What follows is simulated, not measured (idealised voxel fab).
This section sets out a process module, namely voxel wiring stack.
Cross-section cut spans 195 nm and uses square cells 5 nm in size.
A cross-section is written here as square cells arranged in a grid, and it is given in bands from the top down, each band taking up one or more rows of cells.
Band: top and bottom heights (nm) first, top before bottom; then materials from left to right, widths in nm. "throughout" marks a sole material filling the band edge to edge. "empty" denotes empty space.
Height is counted from the level 0, under which the received wafer is composed throughout of one material. The lowest of the bands is not closed at the bottom but continues downward, in the notation "0 down".
Think of "30->40" as a width that walks from the first number to the second as you go down the band, top row to bottom row, taking equal-sized steps from row to row.
You'll sometimes find "no alterations made" written for a step, and that's the way of saying that nowhere in the cross-section did a cell change during that step.
Empty spaces counting at least 8 cells and having no open way to the top are listed in "Sealed void inventory". The notation width x height at distance is used for each, the distance being from the left edge and all three values in nm.
Read whatever lies past the settings on a step's line as the simulator's own remark about the step.
Steps that use a mask can have "overlay nm" on their line. It says how far the mask sat to the right of where it was meant to be. Negative means to the left.
plan:
1. RECEIVE [material Si]
2. CONFORMAL_DEP [material SiO2] [thk nm 10]
3. DIRECTIONAL_DEP [material TiN] [thk nm 5]
4. DIRECTIONAL_DEP [material W] [thk nm 20]
5. DIRECTIONAL_DEP [material aC] [thk nm 10]
6. PATTERN [tone cover] [mask id METAL_1] [material resist] [width nm 25] [pitch nm 50] [thk nm 25] [overlay nm 0]
7. DIRECTIONAL_ETCH [etch materials aC] [depth nm 10]
8. STRIP [etch materials resist]
9. DIRECTIONAL_ETCH [etch materials W] [depth nm 20]
10. DIRECTIONAL_ETCH [etch materials TiN] [depth nm 5]
11. STRIP [etch materials aC]
12. FILL_DEP [material lowk] [thk nm 5]
13. CMP [height nm 35]
14. CONFORMAL_DEP [material SiCN] [thk nm 5]
15. DIRECTIONAL_DEP [material lowk] [thk nm 10]
16. MASKED_ETCH [tone open] [mask id PLUG_1] [width nm 15] [etch materials lowk] [depth nm 10] [overlay nm 0]
17. MASKED_ETCH [tone open] [mask id PLUG_1] [width nm 15] [etch materials SiCN] [depth nm 5] [overlay nm 0]
18. CONFORMAL_DEP [material TiN] [thk nm 5]
19. FILL_DEP [material W] [thk nm 5]
20. CMP [height nm 50]
21. DIRECTIONAL_DEP [material TiN] [thk nm 5]
22. DIRECTIONAL_DEP [material W] [thk nm 20]
23. PATTERN [tone cover] [mask id METAL_2] [material resist] [width nm 25] [pitch nm 50] [thk nm 15] [overlay nm 0]
24. DIRECTIONAL_ETCH [etch materials W] [depth nm 20]
25. DIRECTIONAL_ETCH [etch materials TiN] [depth nm 5]
26. STRIP [etch materials resist]
27. CONFORMAL_DEP [material SiCN] [thk nm 5]
28. FILL_DEP [material lowk] [thk nm 10]
29. CMP [height nm 75]
30. CONFORMAL_DEP [material SiN] [thk nm 5]
Step 1 complete: cross-section of the wafer as received:
0 down: Si throughout
Sealed void inventory: none
Post-module cross-section: identical start and plan to those above, one misstep in execution:
80 to 75: SiN throughout
75 to 55: lowk: 55, SiCN: 5, W: 25, SiCN: 5, lowk: 15, SiCN: 5, W: 25, SiCN: 5, lowk: 55
55 to 50: SiCN: 60, TiN: 25, SiCN: 25, TiN: 25, SiCN: 60
50 to 40: lowk: 60, TiN: 5, W: 5, TiN: 5, lowk: 120
40 to 35: SiCN: 60, TiN: 15, SiCN: 120
35 to 30: lowk: 60, TiN: 25, lowk: 25, TiN: 25, lowk: 60
30 to 10: W throughout
10 to 0: SiO2 throughout
0 down: Si throughout
Sealed void inventory: none
Misprocessing identified: steps 3 and 4 of the plan were each performed in the slot designated for the other
